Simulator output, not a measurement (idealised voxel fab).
A process module follows: voxel transistor to metal.
Section shown: cut. Width: 210 nm. Cell size: 5 nm, square.
Notation: cross-section as square-cell grid; stated in bands, top first, going down; one or more cell rows per band. The entry gives the band's vertical extent as a top height and a bottom height in nm, then its horizontal make-up as materials from left to right, each with a width in nm. "blank" stands for empty space; a single material marked "everywhere" fills the band edge to edge. Heights are expressed relative to 0, this being the level below which the as-received wafer comprises one material exclusively. The lowest band is unbounded in the downward direction and is denoted as in "0..down". When a width is written as two numbers, as in "30..40", the first number is the width in the top row of cells of the band and the second is the width in its bottom row, and the width changes by the same amount from each row to the next. Reading "all unchanged" for a step: not a cell of the cross-section changed in it. Sealed void inventory: empty space of 8 cells or more with no open way to the top, each as width x height at its distance from the left edge, in nm. Where a step's line continues beyond its settings, the continuation is a remark by the simulator itself on that step. "overlay nm", when on a step's line for a step with a mask, measures how far to the right of its planned place the mask lay; a negative measure means to the left.

-- Process steps - plan
1 RECEIVE, material Si
2 OXIDIZE, depth nm 5
3 CONFORMAL_DEP, material SiN, thk nm 10
4 PATTERN, tone cover, mask id ACTIVE, material resist, width nm 110, thk nm 20, overlay nm 0
5 DIRECTIONAL_ETCH, etch materials SiN, depth nm 10
6 DIRECTIONAL_ETCH, etch materials SiO2, depth nm 5
7 DIRECTIONAL_ETCH, etch materials Si, depth nm 30
8 STRIP, etch materials resist
9 OXIDIZE, depth nm 5
10 FILL_DEP, material SiO2, thk nm 10
11 CMP, height nm 10
12 SELECTIVE_ETCH, etch materials SiO2, depth nm 5
13 STRIP, etch materials SiN
14 SELECTIVE_ETCH, etch materials SiO2, depth nm 5
15 OXIDIZE, depth nm 5
16 DIRECTIONAL_DEP, material polySi, thk nm 20
17 DIRECTIONAL_DEP, material SiCN, thk nm 10
18 MASKED_ETCH, tone cover, mask id GATE, width nm 30, etch materials SiCN, depth nm 20, overlay nm 0
19 MASKED_ETCH, tone cover, mask id GATE, width nm 30, etch materials polySi, depth nm 30, overlay nm 0
20 CONFORMAL_DEP, material SiN, thk nm 5
21 DIRECTIONAL_ETCH, etch materials SiN, depth nm 5
22 DIRECTIONAL_ETCH, etch materials SiO2, depth nm 5
23 DIRECTIONAL_ETCH, etch materials Si, depth nm 15
24 EPI, material pSi, thk nm 20
25 FILL_DEP, material SiO2, thk nm 10
26 CMP, height nm 15
27 STRIP, etch materials polySi
28 SELECTIVE_ETCH, etch materials SiO2, depth nm 5
29 CONFORMAL_DEP, material HfO2, thk nm 5
30 CONFORMAL_DEP, material TiN, thk nm 5
31 FILL_DEP, material W, thk nm 10
32 CMP, height nm 10
33 DIRECTIONAL_DEP, material SiO2, thk nm 15
34 MASKED_ETCH, tone open, mask id CONTACT, width nm 15, pitch nm 75, etch materials SiO2, depth nm 30, overlay nm 0
35 CONFORMAL_DEP, material TiN, thk nm 5
36 FILL_DEP, material Ru, thk nm 5
37 CMP, height nm 25
38 DIRECTIONAL_DEP, material TiN, thk nm 5
39 DIRECTIONAL_DEP, material Ru, thk nm 20
40 DIRECTIONAL_DEP, material aC, thk nm 15
41 PATTERN, tone cover, mask id METAL_1, material resist, width nm 15, pitch nm 75, thk nm 35, overlay nm 0
42 DIRECTIONAL_ETCH, etch materials aC, depth nm 15
43 STRIP, etch materials resist
44 DIRECTIONAL_ETCH, etch materials Ru, depth nm 20
45 DIRECTIONAL_ETCH, etch materials TiN, depth nm 5
46 STRIP, etch materials aC
47 FILL_DEP, material lowk, thk nm 5
48 CMP, height nm 50
49 CONFORMAL_DEP, material SiN, thk nm 5

-- So, the first of our two wafers, run just as we planned it

-- Cross-section of the wafer upon arrival, representing the state reached after step 1
	0..down  Si everywhere
	Sealed void inventory: none

-- Once step 2 is through, the wafer looks like this in cross-section
	0..-5  SiO2 everywhere
	Below -5 it's all the same as before, nothing changed down there.

-- Once step 3 is through, the wafer looks like this in cross-section
	10..0  SiN everywhere
	Below 0 it's all the same as before, nothing changed down there.

-- Once step 4 is through, the wafer looks like this in cross-section
	30..10  50 of blank, 110 of resist, 50 of blank
	Below 10 it's all the same as before, nothing changed down there.

-- Once step 5 is through, the wafer looks like this in cross-section
	30..10  50 of blank, 110 of resist, 50 of blank
	10..0  50 of blank, 110 of SiN, 50 of blank
	Below 0 it's all the same as before, nothing changed down there.

-- Once step 6 is through, the wafer looks like this in cross-section
	30..10  50 of blank, 110 of resist, 50 of blank
	10..0  50 of blank, 110 of SiN, 50 of blank
	0..-5  50 of blank, 110 of SiO2, 50 of blank
	Below -5 it's all the same as before, nothing changed down there.

-- Once step 7 is through, the wafer looks like this in cross-section
	30..10  50 of blank, 110 of resist, 50 of blank
	10..0  50 of blank, 110 of SiN, 50 of blank
	0..-5  50 of blank, 110 of SiO2, 50 of blank
	-5..-35  50 of blank, 110 of Si, 50 of blank
	Below -35 it's all the same as before, nothing changed down there.

-- Once step 8 is through, the wafer looks like this in cross-section
	10..0  50 of blank, 110 of SiN, 50 of blank
	Below 0 it's all the same as before, nothing changed down there.

-- Once step 9 is through, the wafer looks like this in cross-section
	10..0  50 of blank, 110 of SiN, 50 of blank
	0..-5  50 of blank, 110 of SiO2, 50 of blank
	-5..-35  50 of blank, 5 of SiO2, 100 of Si, 5 of SiO2, 50 of blank
	-35..-40  55 of SiO2, 100 of Si, 55 of SiO2
	Below -40 it's all the same as before, nothing changed down there.

-- Once step 10 is through, the wafer looks like this in cross-section
	20..10  SiO2 everywhere
	10..0  50 of SiO2, 110 of SiN, 50 of SiO2
	0..-5  SiO2 everywhere
	-5..-40  55 of SiO2, 100 of Si, 55 of SiO2
	Below -40 it's all the same as before, nothing changed down there.

-- Once step 11 is through, the wafer looks like this in cross-section
	10..0  50 of SiO2, 110 of SiN, 50 of SiO2
	Below 0 it's all the same as before, nothing changed down there.

-- Once step 12 is through, the wafer looks like this in cross-section
	10..5  50 of blank, 110 of SiN, 50 of blank
	Below 5 it's all the same as before, nothing changed down there.

-- Once step 13 is through, the wafer looks like this in cross-section
	5..0  50 of SiO2, 110 of blank, 50 of SiO2
	Below 0 it's all the same as before, nothing changed down there.

-- Once step 14 is through, the wafer looks like this in cross-section
	0..-5  45 of SiO2, 120 of blank, 45 of SiO2
	Below -5 it's all the same as before, nothing changed down there.

-- Once step 15 is through, the wafer looks like this in cross-section
	0..-5  45 of SiO2, 120 of blank, 45 of SiO2
	-5..-10  SiO2 everywhere
	Below -10 it's all the same as before, nothing changed down there.

-- Once step 16 is through, the wafer looks like this in cross-section
	20..15  45 of polySi, 120 of blank, 45 of polySi
	15..0  polySi everywhere
	0..-5  45 of SiO2, 120 of polySi, 45 of SiO2
	Below -5 it's all the same as before, nothing changed down there.

-- Once step 17 is through, the wafer looks like this in cross-section
	30..25  45 of SiCN, 120 of blank, 45 of SiCN
	25..20  SiCN everywhere
	20..15  45 of polySi, 120 of SiCN, 45 of polySi
	Below 15 it's all the same as before, nothing changed down there.

-- Once step 18 is through, the wafer looks like this in cross-section
	25..20  90 of blank, 30 of SiCN, 90 of blank
	20..15  45 of polySi, 45 of blank, 30 of SiCN, 45 of blank, 45 of polySi
	Below 15 it's all the same as before, nothing changed down there.

-- Once step 19 is through, the wafer looks like this in cross-section
	25..15  90 of blank, 30 of SiCN, 90 of blank
	15..0  90 of blank, 30 of polySi, 90 of blank
	0..-5  45 of SiO2, 45 of blank, 30 of polySi, 45 of blank, 45 of SiO2
	Below -5 it's all the same as before, nothing changed down there.

-- Once step 20 is through, the wafer looks like this in cross-section
	30..25  85 of blank, 40 of SiN, 85 of blank
	25..15  85 of blank, 5 of SiN, 30 of SiCN, 5 of SiN, 85 of blank
	15..5  85 of blank, 5 of SiN, 30 of polySi, 5 of SiN, 85 of blank
	5..0  50 of SiN, 35 of blank, 5 of SiN, 30 of polySi, 5 of SiN, 35 of blank, 50 of SiN
	0..-5  45 of SiO2, 45 of SiN, 30 of polySi, 45 of SiN, 45 of SiO2
	Below -5 it's all the same as before, nothing changed down there.

-- Once step 21 is through, the wafer looks like this in cross-section
	25..15  85 of blank, 5 of SiN, 30 of SiCN, 5 of SiN, 85 of blank
	15..0  85 of blank, 5 of SiN, 30 of polySi, 5 of SiN, 85 of blank
	0..-5  45 of SiO2, 5 of SiN, 35 of blank, 5 of SiN, 30 of polySi, 5 of SiN, 35 of blank, 5 of SiN, 45 of SiO2
	Below -5 it's all the same as before, nothing changed down there.

-- Once step 22 is through, the wafer looks like this in cross-section
	25..15  85 of blank, 5 of SiN, 30 of SiCN, 5 of SiN, 85 of blank
	15..0  85 of blank, 5 of SiN, 30 of polySi, 5 of SiN, 85 of blank
	0..-5  45 of blank, 5 of SiN, 35 of blank, 5 of SiN, 30 of polySi, 5 of SiN, 35 of blank, 5 of SiN, 45 of blank
	-5..-10  50 of SiO2, 35 of blank, 40 of SiO2, 35 of blank, 50 of SiO2
	Below -10 it's all the same as before, nothing changed down there.

-- Once step 23 is through, the wafer looks like this in cross-section
	25..15  85 of blank, 5 of SiN, 30 of SiCN, 5 of SiN, 85 of blank
	15..0  85 of blank, 5 of SiN, 30 of polySi, 5 of SiN, 85 of blank
	0..-5  45 of blank, 5 of SiN, 35 of blank, 5 of SiN, 30 of polySi, 5 of SiN, 35 of blank, 5 of SiN, 45 of blank
	-5..-10  50 of SiO2, 35 of blank, 40 of SiO2, 35 of blank, 50 of SiO2
	-10..-25  55 of SiO2, 30 of blank, 40 of Si, 30 of blank, 55 of SiO2
	Below -25 it's all the same as before, nothing changed down there.

-- Once step 24 is through, the wafer looks like this in cross-section
	25..15  85 of blank, 5 of SiN, 30 of SiCN, 5 of SiN, 85 of blank
	15..10  85 of blank, 5 of SiN, 30 of polySi, 5 of SiN, 85 of blank
	10..0  65 of blank, 20 of pSi, 5 of SiN, 30 of polySi, 5 of SiN, 20 of pSi, 65 of blank
	0..-5  45 of blank, 5 of SiN, 15 of blank, 20 of pSi, 5 of SiN, 30 of polySi, 5 of SiN, 20 of pSi, 15 of blank, 5 of SiN, 45 of blank
	-5..-10  50 of SiO2, 35 of pSi, 40 of SiO2, 35 of pSi, 50 of SiO2
	-10..-25  55 of SiO2, 30 of pSi, 40 of Si, 30 of pSi, 55 of SiO2
	Below -25 it's all the same as before, nothing changed down there.

-- Once step 25 is through, the wafer looks like this in cross-section
	35..25  SiO2 everywhere
	25..15  85 of SiO2, 5 of SiN, 30 of SiCN, 5 of SiN, 85 of SiO2
	15..10  85 of SiO2, 5 of SiN, 30 of polySi, 5 of SiN, 85 of SiO2
	10..0  65 of SiO2, 20 of pSi, 5 of SiN, 30 of polySi, 5 of SiN, 20 of pSi, 65 of SiO2
	0..-5  45 of SiO2, 5 of SiN, 15 of SiO2, 20 of pSi, 5 of SiN, 30 of polySi, 5 of SiN, 20 of pSi, 15 of SiO2, 5 of SiN, 45 of SiO2
	Below -5 it's all the same as before, nothing changed down there.

-- Once step 26 is through, the wafer looks like this in cross-section
	15..10  85 of SiO2, 5 of SiN, 30 of polySi, 5 of SiN, 85 of SiO2
	Below 10 it's all the same as before, nothing changed down there.

-- Once step 27 is through, the wafer looks like this in cross-section
	15..10  85 of SiO2, 5 of SiN, 30 of blank, 5 of SiN, 85 of SiO2
	10..0  65 of SiO2, 20 of pSi, 5 of SiN, 30 of blank, 5 of SiN, 20 of pSi, 65 of SiO2
	0..-5  45 of SiO2, 5 of SiN, 15 of SiO2, 20 of pSi, 5 of SiN, 30 of blank, 5 of SiN, 20 of pSi, 15 of SiO2, 5 of SiN, 45 of SiO2
	Below -5 it's all the same as before, nothing changed down there.

-- Once step 28 is through, the wafer looks like this in cross-section
	15..10  85 of blank, 5 of SiN, 30 of blank, 5 of SiN, 85 of blank
	10..0  65 of SiO2, 20 of pSi, 5 of SiN, 30 of blank, 5 of SiN, 20 of pSi, 65 of SiO2
	0..-5  45 of SiO2, 5 of SiN, 15 of SiO2, 20 of pSi, 5 of SiN, 30 of blank, 5 of SiN, 20 of pSi, 15 of SiO2, 5 of SiN, 45 of SiO2
	-5..-10  50 of SiO2, 35 of pSi, 40 of blank, 35 of pSi, 50 of SiO2
	Below -10 it's all the same as before, nothing changed down there.

-- Once step 29 is through, the wafer looks like this in cross-section
	20..15  80 of blank, 15 of HfO2, 20 of blank, 15 of HfO2, 80 of blank
	15..10  85 of HfO2, 5 of SiN, 5 of HfO2, 20 of blank, 5 of HfO2, 5 of SiN, 85 of HfO2
	10..0  65 of SiO2, 20 of pSi, 5 of SiN, 5 of HfO2, 20 of blank, 5 of HfO2, 5 of SiN, 20 of pSi, 65 of SiO2
	0..-5  45 of SiO2, 5 of SiN, 15 of SiO2, 20 of pSi, 5 of SiN, 5 of HfO2, 20 of blank, 5 of HfO2, 5 of SiN, 20 of pSi, 15 of SiO2, 5 of SiN, 45 of SiO2
	-5..-10  50 of SiO2, 35 of pSi, 40 of HfO2, 35 of pSi, 50 of SiO2
	Below -10 it's all the same as before, nothing changed down there.

-- Once step 30 is through, the wafer looks like this in cross-section
	25..20  75 of blank, 25 of TiN, 10 of blank, 25 of TiN, 75 of blank
	20..15  80 of TiN, 15 of HfO2, 5 of TiN, 10 of blank, 5 of TiN, 15 of HfO2, 80 of TiN
	15..10  85 of HfO2, 5 of SiN, 5 of HfO2, 5 of TiN, 10 of blank, 5 of TiN, 5 of HfO2, 5 of SiN, 85 of HfO2
	10..0  65 of SiO2, 20 of pSi, 5 of SiN, 5 of HfO2, 5 of TiN, 10 of blank, 5 of TiN, 5 of HfO2, 5 of SiN, 20 of pSi, 65 of SiO2
	0..-5  45 of SiO2, 5 of SiN, 15 of SiO2, 20 of pSi, 5 of SiN, 5 of HfO2, 20 of TiN, 5 of HfO2, 5 of SiN, 20 of pSi, 15 of SiO2, 5 of SiN, 45 of SiO2
	Below -5 it's all the same as before, nothing changed down there.

-- Once step 31 is through, the wafer looks like this in cross-section
	35..25  W everywhere
	25..20  75 of W, 25 of TiN, 10 of W, 25 of TiN, 75 of W
	20..15  80 of TiN, 15 of HfO2, 5 of TiN, 10 of W, 5 of TiN, 15 of HfO2, 80 of TiN
	15..10  85 of HfO2, 5 of SiN, 5 of HfO2, 5 of TiN, 10 of W, 5 of TiN, 5 of HfO2, 5 of SiN, 85 of HfO2
	10..0  65 of SiO2, 20 of pSi, 5 of SiN, 5 of HfO2, 5 of TiN, 10 of W, 5 of TiN, 5 of HfO2, 5 of SiN, 20 of pSi, 65 of SiO2
	Below 0 it's all the same as before, nothing changed down there.

-- Once step 32 is through, the wafer looks like this in cross-section
	10..0  65 of SiO2, 20 of pSi, 5 of SiN, 5 of HfO2, 5 of TiN, 10 of W, 5 of TiN, 5 of HfO2, 5 of SiN, 20 of pSi, 65 of SiO2
	Below 0 it's all the same as before, nothing changed down there.

-- Once step 33 is through, the wafer looks like this in cross-section
	25..10  SiO2 everywhere
	Below 10 it's all the same as before, nothing changed down there.

-- Once step 34 is through, the wafer looks like this in cross-section
	25..10  60 of SiO2, 15 of blank, 60 of SiO2, 15 of blank, 60 of SiO2
	10..0  60 of SiO2, 5 of blank, 20 of pSi, 5 of SiN, 5 of HfO2, 5 of TiN, 10 of W, 5 of TiN, 5 of HfO2, 5 of SiN, 20 of pSi, 5 of blank, 60 of SiO2
	0..-5  45 of SiO2, 5 of SiN, 10 of SiO2, 5 of blank, 20 of pSi, 5 of SiN, 5 of HfO2, 20 of TiN, 5 of HfO2, 5 of SiN, 20 of pSi, 5 of blank, 10 of SiO2, 5 of SiN, 45 of SiO2
	Below -5 it's all the same as before, nothing changed down there.

-- Once step 35 is through, the wafer looks like this in cross-section
	30..25  65 of TiN, 5 of blank, 70 of TiN, 5 of blank, 65 of TiN
	25..15  60 of SiO2, 5 of TiN, 5 of blank, 5 of TiN, 60 of SiO2, 5 of TiN, 5 of blank, 5 of TiN, 60 of SiO2
	15..10  60 of SiO2, 15 of TiN, 60 of SiO2, 15 of TiN, 60 of SiO2
	10..0  60 of SiO2, 5 of TiN, 20 of pSi, 5 of SiN, 5 of HfO2, 5 of TiN, 10 of W, 5 of TiN, 5 of HfO2, 5 of SiN, 20 of pSi, 5 of TiN, 60 of SiO2
	0..-5  45 of SiO2, 5 of SiN, 10 of SiO2, 5 of TiN, 20 of pSi, 5 of SiN, 5 of HfO2, 20 of TiN, 5 of HfO2, 5 of SiN, 20 of pSi, 5 of TiN, 10 of SiO2, 5 of SiN, 45 of SiO2
	Below -5 it's all the same as before, nothing changed down there.

-- Once step 36 is through, the wafer looks like this in cross-section
	35..30  Ru everywhere
	30..25  65 of TiN, 5 of Ru, 70 of TiN, 5 of Ru, 65 of TiN
	25..15  60 of SiO2, 5 of TiN, 5 of Ru, 5 of TiN, 60 of SiO2, 5 of TiN, 5 of Ru, 5 of TiN, 60 of SiO2
	Below 15 it's all the same as before, nothing changed down there.

-- Once step 37 is through, the wafer looks like this in cross-section
	25..15  60 of SiO2, 5 of TiN, 5 of Ru, 5 of TiN, 60 of SiO2, 5 of TiN, 5 of Ru, 5 of TiN, 60 of SiO2
	Below 15 it's all the same as before, nothing changed down there.

-- Once step 38 is through, the wafer looks like this in cross-section
	30..25  TiN everywhere
	Below 25 it's all the same as before, nothing changed down there.

-- Once step 39 is through, the wafer looks like this in cross-section
	50..30  Ru everywhere
	Below 30 it's all the same as before, nothing changed down there.

-- Once step 40 is through, the wafer looks like this in cross-section
	65..50  aC everywhere
	Below 50 it's all the same as before, nothing changed down there.

-- Once step 41 is through, the wafer looks like this in cross-section
	100..65  60 of blank, 15 of resist, 60 of blank, 15 of resist, 60 of blank
	Below 65 it's all the same as before, nothing changed down there.

-- Once step 42 is through, the wafer looks like this in cross-section
	85..65  60 of blank, 15 of resist, 60 of blank, 15 of resist, 60 of blank
	65..50  60 of blank, 15 of aC, 60 of blank, 15 of aC, 60 of blank
	Below 50 it's all the same as before, nothing changed down there.

-- Once step 43 is through, the wafer looks like this in cross-section
	65..50  60 of blank, 15 of aC, 60 of blank, 15 of aC, 60 of blank
	Below 50 it's all the same as before, nothing changed down there.

-- Once step 44 is through, the wafer looks like this in cross-section
	65..50  60 of blank, 15 of aC, 60 of blank, 15 of aC, 60 of blank
	50..30  60 of blank, 15 of Ru, 60 of blank, 15 of Ru, 60 of blank
	Below 30 it's all the same as before, nothing changed down there.

-- Once step 45 is through, the wafer looks like this in cross-section
	65..50  60 of blank, 15 of aC, 60 of blank, 15 of aC, 60 of blank
	50..30  60 of blank, 15 of Ru, 60 of blank, 15 of Ru, 60 of blank
	30..25  60 of blank, 15 of TiN, 60 of blank, 15 of TiN, 60 of blank
	Below 25 it's all the same as before, nothing changed down there.

-- Once step 46 is through, the wafer looks like this in cross-section
	50..30  60 of blank, 15 of Ru, 60 of blank, 15 of Ru, 60 of blank
	Below 30 it's all the same as before, nothing changed down there.

-- Once step 47 is through, the wafer looks like this in cross-section
	55..50  lowk everywhere
	50..30  60 of lowk, 15 of Ru, 60 of lowk, 15 of Ru, 60 of lowk
	30..25  60 of lowk, 15 of TiN, 60 of lowk, 15 of TiN, 60 of lowk
	Below 25 it's all the same as before, nothing changed down there.

-- Once step 48 is through, the wafer looks like this in cross-section
	50..30  60 of lowk, 15 of Ru, 60 of lowk, 15 of Ru, 60 of lowk
	Below 30 it's all the same as before, nothing changed down there.

-- Once step 49 is through, the wafer looks like this in cross-section
	55..50  SiN everywhere
	Below 50 it's all the same as before, nothing changed down there.

-- For the second wafer, take the first wafer's start and plan, then add one mistake made in running it; everything through step 26, that step included, is shared with the first

-- Cross-section of the second wafer when, according to plan, step 27 should have finished
	15..10  85 of blank, 5 of SiN, 30 of polySi, 5 of SiN, 85 of blank
	10..-5  65 of blank, 20 of pSi, 5 of SiN, 30 of polySi, 5 of SiN, 20 of pSi, 65 of blank
	-5..-10  50 of blank, 35 of pSi, 40 of SiO2, 35 of pSi, 50 of blank
	-10..-25  55 of blank, 30 of pSi, 40 of Si, 30 of pSi, 55 of blank
	-25..-40  55 of blank, 100 of Si, 55 of blank
	Below -40 it's all the same as before, nothing changed down there.

Cross-section of the second wafer when, according to plan, step 28 should have finished: all unchanged

-- Cross-section of the second wafer when, according to plan, step 29 should have finished
	20..15  80 of blank, 50 of HfO2, 80 of blank
	15..10  60 of blank, 25 of HfO2, 5 of SiN, 30 of polySi, 5 of SiN, 25 of HfO2, 60 of blank
	10..0  60 of blank, 5 of HfO2, 20 of pSi, 5 of SiN, 30 of polySi, 5 of SiN, 20 of pSi, 5 of HfO2, 60 of blank
	0..-5  45 of blank, 20 of HfO2, 20 of pSi, 5 of SiN, 30 of polySi, 5 of SiN, 20 of pSi, 20 of HfO2, 45 of blank
	-5..-10  45 of blank, 5 of HfO2, 35 of pSi, 40 of SiO2, 35 of pSi, 5 of HfO2, 45 of blank
	-10..-15  45 of blank, 10 of HfO2, 30 of pSi, 40 of Si, 30 of pSi, 10 of HfO2, 45 of blank
	-15..-25  50 of blank, 5 of HfO2, 30 of pSi, 40 of Si, 30 of pSi, 5 of HfO2, 50 of blank
	-25..-35  50 of blank, 5 of HfO2, 100 of Si, 5 of HfO2, 50 of blank
	-35..-40  55 of HfO2, 100 of Si, 55 of HfO2
	Below -40 it's all the same as before, nothing changed down there.

-- Cross-section of the second wafer when, according to plan, step 30 should have finished
	25..20  75 of blank, 60 of TiN, 75 of blank
	20..15  55 of blank, 25 of TiN, 50 of HfO2, 25 of TiN, 55 of blank
	15..10  55 of blank, 5 of TiN, 25 of HfO2, 5 of SiN, 30 of polySi, 5 of SiN, 25 of HfO2, 5 of TiN, 55 of blank
	10..0  55..40 of blank, 5..20 of TiN, 5 of HfO2, 20 of pSi, 5 of SiN, 30 of polySi, 5 of SiN, 20 of pSi, 5 of HfO2, 5..20 of TiN, 55..40 of blank
	0..-5  40 of blank, 5 of TiN, 20 of HfO2, 20 of pSi, 5 of SiN, 30 of polySi, 5 of SiN, 20 of pSi, 20 of HfO2, 5 of TiN, 40 of blank
	-5..-10  40 of blank, 5 of TiN, 5 of HfO2, 35 of pSi, 40 of SiO2, 35 of pSi, 5 of HfO2, 5 of TiN, 40 of blank
	-10..-20  40 of blank, 5..10 of TiN, 10..5 of HfO2, 30 of pSi, 40 of Si, 30 of pSi, 10..5 of HfO2, 5..10 of TiN, 40 of blank
	-20..-25  45 of blank, 5 of TiN, 5 of HfO2, 30 of pSi, 40 of Si, 30 of pSi, 5 of HfO2, 5 of TiN, 45 of blank
	-25..-30  45 of blank, 5 of TiN, 5 of HfO2, 100 of Si, 5 of HfO2, 5 of TiN, 45 of blank
	-30..-35  50 of TiN, 5 of HfO2, 100 of Si, 5 of HfO2, 50 of TiN
	Below -35 it's all the same as before, nothing changed down there.

-- Cross-section of the second wafer when, according to plan, step 31 should have finished
	35..25  W everywhere
	25..20  75 of W, 60 of TiN, 75 of W
	20..15  55 of W, 25 of TiN, 50 of HfO2, 25 of TiN, 55 of W
	15..10  55 of W, 5 of TiN, 25 of HfO2, 5 of SiN, 30 of polySi, 5 of SiN, 25 of HfO2, 5 of TiN, 55 of W
	10..0  55..40 of W, 5..20 of TiN, 5 of HfO2, 20 of pSi, 5 of SiN, 30 of polySi, 5 of SiN, 20 of pSi, 5 of HfO2, 5..20 of TiN, 55..40 of W
	0..-5  40 of W, 5 of TiN, 20 of HfO2, 20 of pSi, 5 of SiN, 30 of polySi, 5 of SiN, 20 of pSi, 20 of HfO2, 5 of TiN, 40 of W
	-5..-10  40 of W, 5 of TiN, 5 of HfO2, 35 of pSi, 40 of SiO2, 35 of pSi, 5 of HfO2, 5 of TiN, 40 of W
	-10..-20  40 of W, 5..10 of TiN, 10..5 of HfO2, 30 of pSi, 40 of Si, 30 of pSi, 10..5 of HfO2, 5..10 of TiN, 40 of W
	-20..-25  45 of W, 5 of TiN, 5 of HfO2, 30 of pSi, 40 of Si, 30 of pSi, 5 of HfO2, 5 of TiN, 45 of W
	-25..-30  45 of W, 5 of TiN, 5 of HfO2, 100 of Si, 5 of HfO2, 5 of TiN, 45 of W
	Below -30 it's all the same as before, nothing changed down there.

-- Cross-section of the second wafer when, according to plan, step 32 should have finished
	10..0  55..40 of W, 5..20 of TiN, 5 of HfO2, 20 of pSi, 5 of SiN, 30 of polySi, 5 of SiN, 20 of pSi, 5 of HfO2, 5..20 of TiN, 55..40 of W
	Below 0 it's all the same as before, nothing changed down there.

-- Cross-section of the second wafer when, according to plan, step 33 should have finished
	25..10  SiO2 everywhere
	Below 10 it's all the same as before, nothing changed down there.

-- Cross-section of the second wafer when, according to plan, step 34 should have finished
	25..10  60 of SiO2, 15 of blank, 60 of SiO2, 15 of blank, 60 of SiO2
	Below 10 it's all the same as before, nothing changed down there.

-- Cross-section of the second wafer when, according to plan, step 35 should have finished
	30..25  65 of TiN, 5 of blank, 70 of TiN, 5 of blank, 65 of TiN
	25..15  60 of SiO2, 5 of TiN, 5 of blank, 5 of TiN, 60 of SiO2, 5 of TiN, 5 of blank, 5 of TiN, 60 of SiO2
	15..10  60 of SiO2, 15 of TiN, 60 of SiO2, 15 of TiN, 60 of SiO2
	Below 10 it's all the same as before, nothing changed down there.

-- Cross-section of the second wafer when, according to plan, step 36 should have finished
	35..30  Ru everywhere
	30..25  65 of TiN, 5 of Ru, 70 of TiN, 5 of Ru, 65 of TiN
	25..15  60 of SiO2, 5 of TiN, 5 of Ru, 5 of TiN, 60 of SiO2, 5 of TiN, 5 of Ru, 5 of TiN, 60 of SiO2
	Below 15 it's all the same as before, nothing changed down there.

-- Cross-section of the second wafer when, according to plan, step 37 should have finished
	25..15  60 of SiO2, 5 of TiN, 5 of Ru, 5 of TiN, 60 of SiO2, 5 of TiN, 5 of Ru, 5 of TiN, 60 of SiO2
	Below 15 it's all the same as before, nothing changed down there.

-- Cross-section of the second wafer when, according to plan, step 38 should have finished
	30..25  TiN everywhere
	Below 25 it's all the same as before, nothing changed down there.

-- Cross-section of the second wafer when, according to plan, step 39 should have finished
	50..30  Ru everywhere
	Below 30 it's all the same as before, nothing changed down there.

-- Cross-section of the second wafer when, according to plan, step 40 should have finished
	65..50  aC everywhere
	Below 50 it's all the same as before, nothing changed down there.

-- Cross-section of the second wafer when, according to plan, step 41 should have finished
	100..65  60 of blank, 15 of resist, 60 of blank, 15 of resist, 60 of blank
	Below 65 it's all the same as before, nothing changed down there.

-- Cross-section of the second wafer when, according to plan, step 42 should have finished
	85..65  60 of blank, 15 of resist, 60 of blank, 15 of resist, 60 of blank
	65..50  60 of blank, 15 of aC, 60 of blank, 15 of aC, 60 of blank
	Below 50 it's all the same as before, nothing changed down there.

-- Cross-section of the second wafer when, according to plan, step 43 should have finished
	65..50  60 of blank, 15 of aC, 60 of blank, 15 of aC, 60 of blank
	Below 50 it's all the same as before, nothing changed down there.

-- Cross-section of the second wafer when, according to plan, step 44 should have finished
	65..50  60 of blank, 15 of aC, 60 of blank, 15 of aC, 60 of blank
	50..30  60 of blank, 15 of Ru, 60 of blank, 15 of Ru, 60 of blank
	Below 30 it's all the same as before, nothing changed down there.

-- Cross-section of the second wafer when, according to plan, step 45 should have finished
	65..50  60 of blank, 15 of aC, 60 of blank, 15 of aC, 60 of blank
	50..30  60 of blank, 15 of Ru, 60 of blank, 15 of Ru, 60 of blank
	30..25  60 of blank, 15 of TiN, 60 of blank, 15 of TiN, 60 of blank
	Below 25 it's all the same as before, nothing changed down there.

-- Cross-section of the second wafer when, according to plan, step 46 should have finished
	50..30  60 of blank, 15 of Ru, 60 of blank, 15 of Ru, 60 of blank
	Below 30 it's all the same as before, nothing changed down there.

-- Cross-section of the second wafer when, according to plan, step 47 should have finished
	55..50  lowk everywhere
	50..30  60 of lowk, 15 of Ru, 60 of lowk, 15 of Ru, 60 of lowk
	30..25  60 of lowk, 15 of TiN, 60 of lowk, 15 of TiN, 60 of lowk
	Below 25 it's all the same as before, nothing changed down there.

-- Cross-section of the second wafer when, according to plan, step 48 should have finished
	50..30  60 of lowk, 15 of Ru, 60 of lowk, 15 of Ru, 60 of lowk
	Below 30 it's all the same as before, nothing changed down there.

-- Cross-section of the second wafer when, according to plan, step 49 should have finished
	55..50  SiN everywhere
	Below 50 it's all the same as before, nothing changed down there.
In executing the process, a mistake was made relative to the plan: for step 27, the planned setting was not used; the step was instead run as STRIP, etch materials SiO2
Count the cells at the end and the second wafer has more or fewer of some materials than the first: HfO2 +34 | SiN -2 | SiO2 -214 | TiN +30 | W +134 | polySi +18
